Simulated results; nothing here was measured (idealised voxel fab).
process module | voxel capacitor over wiring
cross-section cut | 230 nm wide | cells 5 nm
A cross-section is a grid of square cells, given in bands from the top down. A band is one or more rows of cells.
Each band's line starts with the height of the band's top and of its bottom, in nm. Then come its materials from left to right, each with its width in nm. One material with "throughout" fills the band from edge to edge. "air" is empty space.
Height 0 is the level under which the wafer as received is all one material. The lowest band goes on downwards, as in "0 down".
A width such as "30 to 40" changes by the same amount from each row of cells to the next, from the band's top row to its bottom row.
"no change" after a step means that no cell of the cross-section changed.
closed voids: empty space of 8 cells or more with no open way to the top, each as width x height at its distance from the left edge, in nm
after a step's settings: what the simulator itself notes on the step
overlay nm, on a step with a mask: how far to the right of its planned place the mask lay; to the left if negative
plan
1 op RECEIVE | material Si
2 op CONFORMAL_DEP | material SiO2 | thk nm 10
3 op CONFORMAL_DEP | material SiCN | thk nm 5
4 op DIRECTIONAL_DEP | material SiO2 | thk nm 20
5 op DIRECTIONAL_DEP | material aC | thk nm 10
6 op PATTERN | tone open | mask id METAL_1 | material resist | width nm 25 | pitch nm 95 | thk nm 25 | overlay nm 0
7 op DIRECTIONAL_ETCH | etch materials aC | depth nm 10
8 op STRIP | etch materials resist
9 op DIRECTIONAL_ETCH | etch materials SiO2 | depth nm 20
10 op DIRECTIONAL_ETCH | etch materials SiCN | depth nm 5
11 op STRIP | etch materials aC
12 op CONFORMAL_DEP | material TiN | thk nm 5
13 op FILL_DEP | material Cu | thk nm 10
14 op CMP | height nm 35
15 op CONFORMAL_DEP | material SiCN | thk nm 5
16 op DIRECTIONAL_DEP | material SiO2 | thk nm 10
17 op PATTERN | tone open | mask id PLUG_1 | material resist | width nm 15 | thk nm 15 | overlay nm 0
18 op DIRECTIONAL_ETCH | etch materials SiO2 | depth nm 10
19 op DIRECTIONAL_ETCH | etch materials SiCN | depth nm 5
20 op STRIP | etch materials resist
21 op CONFORMAL_DEP | material TiN | thk nm 5
22 op FILL_DEP | material Cu | thk nm 10
23 op CMP | height nm 50
24 op DIRECTIONAL_DEP | material TiN | thk nm 5
25 op DIRECTIONAL_DEP | material SiN | thk nm 5
26 op DIRECTIONAL_DEP | material TiN | thk nm 5
27 op MASKED_ETCH | tone cover | mask id UPPER_PLATE | width nm 75 | etch materials TiN | depth nm 5 | overlay nm 0
28 op MASKED_ETCH | tone cover | mask id UPPER_PLATE | width nm 75 | etch materials SiN | depth nm 5 | overlay nm 0
29 op DIRECTIONAL_DEP | material aC | thk nm 10
30 op PATTERN | tone cover | mask id LOWER_PLATE | material resist | width nm 85 | thk nm 25 | overlay nm 0
31 op DIRECTIONAL_ETCH | etch materials aC | depth nm 10
32 op STRIP | etch materials resist
33 op DIRECTIONAL_ETCH | etch materials TiN | depth nm 5
34 op STRIP | etch materials aC
35 op FILL_DEP | material SiO2 | thk nm 15
36 op CMP | height nm 75
37 op DIRECTIONAL_DEP | material aC | thk nm 15
38 op PATTERN | tone open | mask id PLUG_2 | material resist | width nm 15 | thk nm 30 | overlay nm 0
39 op DIRECTIONAL_ETCH | etch materials aC | depth nm 15
40 op STRIP | etch materials resist
41 op DIRECTIONAL_ETCH | etch materials SiO2 | depth nm 10
42 op STRIP | etch materials aC
43 op CONFORMAL_DEP | material TiN | thk nm 5
44 op FILL_DEP | material W | thk nm 10
45 op CMP | height nm 75
46 op CONFORMAL_DEP | material SiN | thk nm 5
first wafer, as planned
as received, after step 1
  0 down: Si throughout
  closed voids: none
after step 2
  10 to 0: SiO2 throughout
  below 0: unchanged
after step 3
  15 to 10: SiCN throughout
  below 10: unchanged
after step 4
  35 to 15: SiO2 throughout
  below 15: unchanged
after step 5
  45 to 35: aC throughout
  below 35: unchanged
after step 6
  70 to 45: resist 55 | air 25 | resist 70 | air 25 | resist 55
  below 45: unchanged
after step 7
  60 to 45: resist 55 | air 25 | resist 70 | air 25 | resist 55
  45 to 35: aC 55 | air 25 | aC 70 | air 25 | aC 55
  below 35: unchanged
after step 8
  45 to 35: aC 55 | air 25 | aC 70 | air 25 | aC 55
  below 35: unchanged
after step 9
  45 to 35: aC 55 | air 25 | aC 70 | air 25 | aC 55
  35 to 15: SiO2 55 | air 25 | SiO2 70 | air 25 | SiO2 55
  below 15: unchanged
after step 10
  45 to 35: aC 55 | air 25 | aC 70 | air 25 | aC 55
  35 to 15: SiO2 55 | air 25 | SiO2 70 | air 25 | SiO2 55
  15 to 10: SiCN 55 | air 25 | SiCN 70 | air 25 | SiCN 55
  below 10: unchanged
after step 11
  35 to 15: SiO2 55 | air 25 | SiO2 70 | air 25 | SiO2 55
  below 15: unchanged
after step 12
  40 to 35: TiN 60 | air 15 | TiN 80 | air 15 | TiN 60
  35 to 15: SiO2 55 | TiN 5 | air 15 | TiN 5 | SiO2 70 | TiN 5 | air 15 | TiN 5 | SiO2 55
  15 to 10: SiCN 55 | TiN 25 | SiCN 70 | TiN 25 | SiCN 55
  below 10: unchanged
after step 13
  50 to 40: Cu throughout
  40 to 35: TiN 60 | Cu 15 | TiN 80 | Cu 15 | TiN 60
  35 to 15: SiO2 55 | TiN 5 | Cu 15 | TiN 5 | SiO2 70 | TiN 5 | Cu 15 | TiN 5 | SiO2 55
  below 15: unchanged
after step 14
  35 to 15: SiO2 55 | TiN 5 | Cu 15 | TiN 5 | SiO2 70 | TiN 5 | Cu 15 | TiN 5 | SiO2 55
  below 15: unchanged
after step 15
  40 to 35: SiCN throughout
  below 35: unchanged
after step 16
  50 to 40: SiO2 throughout
  below 40: unchanged
after step 17
  65 to 50: resist 65 | air 15 | resist 150
  below 50: unchanged
after step 18
  65 to 50: resist 65 | air 15 | resist 150
  50 to 40: SiO2 65 | air 15 | SiO2 150
  below 40: unchanged
after step 19
  65 to 50: resist 65 | air 15 | resist 150
  50 to 40: SiO2 65 | air 15 | SiO2 150
  40 to 35: SiCN 65 | air 15 | SiCN 150
  below 35: unchanged
after step 20
  50 to 40: SiO2 65 | air 15 | SiO2 150
  below 40: unchanged
after step 21
  55 to 50: TiN 70 | air 5 | TiN 155
  50 to 40: SiO2 65 | TiN 5 | air 5 | TiN 5 | SiO2 150
  40 to 35: SiCN 65 | TiN 15 | SiCN 150
  below 35: unchanged
after step 22
  65 to 55: Cu throughout
  55 to 50: TiN 70 | Cu 5 | TiN 155
  50 to 40: SiO2 65 | TiN 5 | Cu 5 | TiN 5 | SiO2 150
  below 40: unchanged
after step 23
  50 to 40: SiO2 65 | TiN 5 | Cu 5 | TiN 5 | SiO2 150
  below 40: unchanged
after step 24
  55 to 50: TiN throughout
  below 50: unchanged
after step 25
  60 to 55: SiN throughout
  below 55: unchanged
after step 26
  65 to 60: TiN throughout
  below 60: unchanged
after step 27
  65 to 60: air 65 | TiN 75 | air 90
  below 60: unchanged
after step 28
  65 to 60: air 65 | TiN 75 | air 90
  60 to 55: air 65 | SiN 75 | air 90
  below 55: unchanged
after step 29
  75 to 65: air 65 | aC 75 | air 90
  65 to 60: aC 65 | TiN 75 | aC 90
  60 to 55: aC 65 | SiN 75 | aC 90
  below 55: unchanged
after step 30
  100 to 75: air 60 | resist 85 | air 85
  75 to 65: air 60 | resist 5 | aC 75 | resist 5 | air 85
  below 65: unchanged
after step 31
  90 to 75: air 60 | resist 85 | air 85
  75 to 65: air 60 | resist 5 | aC 75 | resist 5 | air 85
  65 to 60: air 60 | aC 5 | TiN 75 | aC 5 | air 85
  60 to 55: air 60 | aC 5 | SiN 75 | aC 5 | air 85
  below 55: unchanged
after step 32
  75 to 65: air 65 | aC 75 | air 90
  below 65: unchanged
after step 33
  75 to 65: air 65 | aC 75 | air 90
  65 to 60: air 60 | aC 5 | TiN 75 | aC 5 | air 85
  60 to 55: air 60 | aC 5 | SiN 75 | aC 5 | air 85
  55 to 50: air 60 | TiN 85 | air 85
  below 50: unchanged
after step 34
  65 to 60: air 65 | TiN 75 | air 90
  60 to 55: air 65 | SiN 75 | air 90
  below 55: unchanged
after step 35
  80 to 65: SiO2 throughout
  65 to 60: SiO2 65 | TiN 75 | SiO2 90
  60 to 55: SiO2 65 | SiN 75 | SiO2 90
  55 to 50: SiO2 60 | TiN 85 | SiO2 85
  below 50: unchanged
after step 36
  75 to 65: SiO2 throughout
  below 65: unchanged
after step 37
  90 to 75: aC throughout
  below 75: unchanged
after step 38
  120 to 90: resist 75 | air 15 | resist 140
  below 90: unchanged
after step 39
  105 to 90: resist 75 | air 15 | resist 140
  90 to 75: aC 75 | air 15 | aC 140
  below 75: unchanged
after step 40
  90 to 75: aC 75 | air 15 | aC 140
  below 75: unchanged
after step 41
  90 to 75: aC 75 | air 15 | aC 140
  75 to 65: SiO2 75 | air 15 | SiO2 140
  below 65: unchanged
after step 42
  75 to 65: SiO2 75 | air 15 | SiO2 140
  below 65: unchanged
after step 43
  80 to 75: TiN 80 | air 5 | TiN 145
  75 to 70: SiO2 75 | TiN 5 | air 5 | TiN 5 | SiO2 140
  70 to 60: SiO2 75 to 65 | TiN 15 to 75 | SiO2 140 to 90
  below 60: unchanged
after step 44
  90 to 80: W throughout
  80 to 75: TiN 80 | W 5 | TiN 145
  75 to 70: SiO2 75 | TiN 5 | W 5 | TiN 5 | SiO2 140
  below 70: unchanged
after step 45
  75 to 70: SiO2 75 | TiN 5 | W 5 | TiN 5 | SiO2 140
  below 70: unchanged
after step 46
  80 to 75: SiN throughout
  below 75: unchanged
second wafer: like start, like plan, one mistake. Through step 13 it matches the first wafer
when step 14 should have ended: no change
when step 15 should have ended
  55 to 50: SiCN throughout
  below 50: unchanged
when step 16 should have ended
  65 to 55: SiO2 throughout
  below 55: unchanged
when step 17 should have ended
  80 to 65: resist 65 | air 15 | resist 150
  below 65: unchanged
when step 18 should have ended
  80 to 65: resist 65 | air 15 | resist 150
  65 to 55: SiO2 65 | air 15 | SiO2 150
  below 55: unchanged
when step 19 should have ended
  80 to 65: resist 65 | air 15 | resist 150
  65 to 55: SiO2 65 | air 15 | SiO2 150
  55 to 50: SiCN 65 | air 15 | SiCN 150
  below 50: unchanged
when step 20 should have ended
  65 to 55: SiO2 65 | air 15 | SiO2 150
  below 55: unchanged
when step 21 should have ended
  70 to 65: TiN 70 | air 5 | TiN 155
  65 to 55: SiO2 65 | TiN 5 | air 5 | TiN 5 | SiO2 150
  55 to 50: SiCN 65 | TiN 15 | SiCN 150
  below 50: unchanged
when step 22 should have ended
  80 to 70: Cu throughout
  70 to 65: TiN 70 | Cu 5 | TiN 155
  65 to 55: SiO2 65 | TiN 5 | Cu 5 | TiN 5 | SiO2 150
  below 55: unchanged
when step 23 should have ended
  50 to 40: Cu throughout
  below 40: unchanged
when step 24 should have ended
  55 to 50: TiN throughout
  below 50: unchanged
when step 25 should have ended
  60 to 55: SiN throughout
  below 55: unchanged
when step 26 should have ended
  65 to 60: TiN throughout
  below 60: unchanged
when step 27 should have ended
  65 to 60: air 65 | TiN 75 | air 90
  below 60: unchanged
when step 28 should have ended
  65 to 60: air 65 | TiN 75 | air 90
  60 to 55: air 65 | SiN 75 | air 90
  below 55: unchanged
when step 29 should have ended
  75 to 65: air 65 | aC 75 | air 90
  65 to 60: aC 65 | TiN 75 | aC 90
  60 to 55: aC 65 | SiN 75 | aC 90
  below 55: unchanged
when step 30 should have ended
  100 to 75: air 60 | resist 85 | air 85
  75 to 65: air 60 | resist 5 | aC 75 | resist 5 | air 85
  below 65: unchanged
when step 31 should have ended
  90 to 75: air 60 | resist 85 | air 85
  75 to 65: air 60 | resist 5 | aC 75 | resist 5 | air 85
  65 to 60: air 60 | aC 5 | TiN 75 | aC 5 | air 85
  60 to 55: air 60 | aC 5 | SiN 75 | aC 5 | air 85
  below 55: unchanged
when step 32 should have ended
  75 to 65: air 65 | aC 75 | air 90
  below 65: unchanged
when step 33 should have ended
  75 to 65: air 65 | aC 75 | air 90
  65 to 60: air 60 | aC 5 | TiN 75 | aC 5 | air 85
  60 to 55: air 60 | aC 5 | SiN 75 | aC 5 | air 85
  55 to 50: air 60 | TiN 85 | air 85
  below 50: unchanged
when step 34 should have ended
  65 to 60: air 65 | TiN 75 | air 90
  60 to 55: air 65 | SiN 75 | air 90
  below 55: unchanged
when step 35 should have ended
  80 to 65: SiO2 throughout
  65 to 60: SiO2 65 | TiN 75 | SiO2 90
  60 to 55: SiO2 65 | SiN 75 | SiO2 90
  55 to 50: SiO2 60 | TiN 85 | SiO2 85
  below 50: unchanged
when step 36 should have ended
  75 to 65: SiO2 throughout
  below 65: unchanged
when step 37 should have ended
  90 to 75: aC throughout
  below 75: unchanged
when step 38 should have ended
  120 to 90: resist 75 | air 15 | resist 140
  below 90: unchanged
when step 39 should have ended
  105 to 90: resist 75 | air 15 | resist 140
  90 to 75: aC 75 | air 15 | aC 140
  below 75: unchanged
when step 40 should have ended
  90 to 75: aC 75 | air 15 | aC 140
  below 75: unchanged
when step 41 should have ended
  90 to 75: aC 75 | air 15 | aC 140
  75 to 65: SiO2 75 | air 15 | SiO2 140
  below 65: unchanged
when step 42 should have ended
  75 to 65: SiO2 75 | air 15 | SiO2 140
  below 65: unchanged
when step 43 should have ended
  80 to 75: TiN 80 | air 5 | TiN 145
  75 to 70: SiO2 75 | TiN 5 | air 5 | TiN 5 | SiO2 140
  70 to 60: SiO2 75 to 65 | TiN 15 to 75 | SiO2 140 to 90
  below 60: unchanged
when step 44 should have ended
  90 to 80: W throughout
  80 to 75: TiN 80 | W 5 | TiN 145
  75 to 70: SiO2 75 | TiN 5 | W 5 | TiN 5 | SiO2 140
  below 70: unchanged
when step 45 should have ended
  75 to 70: SiO2 75 | TiN 5 | W 5 | TiN 5 | SiO2 140
  below 70: unchanged
when step 46 should have ended
  80 to 75: SiN throughout
  below 75: unchanged
what went wrong: step 14 was left out
at the end the second wafer has, in cells: 96 more of Cu | 43 fewer of SiCN | 86 fewer of SiO2 | 33 more of TiN
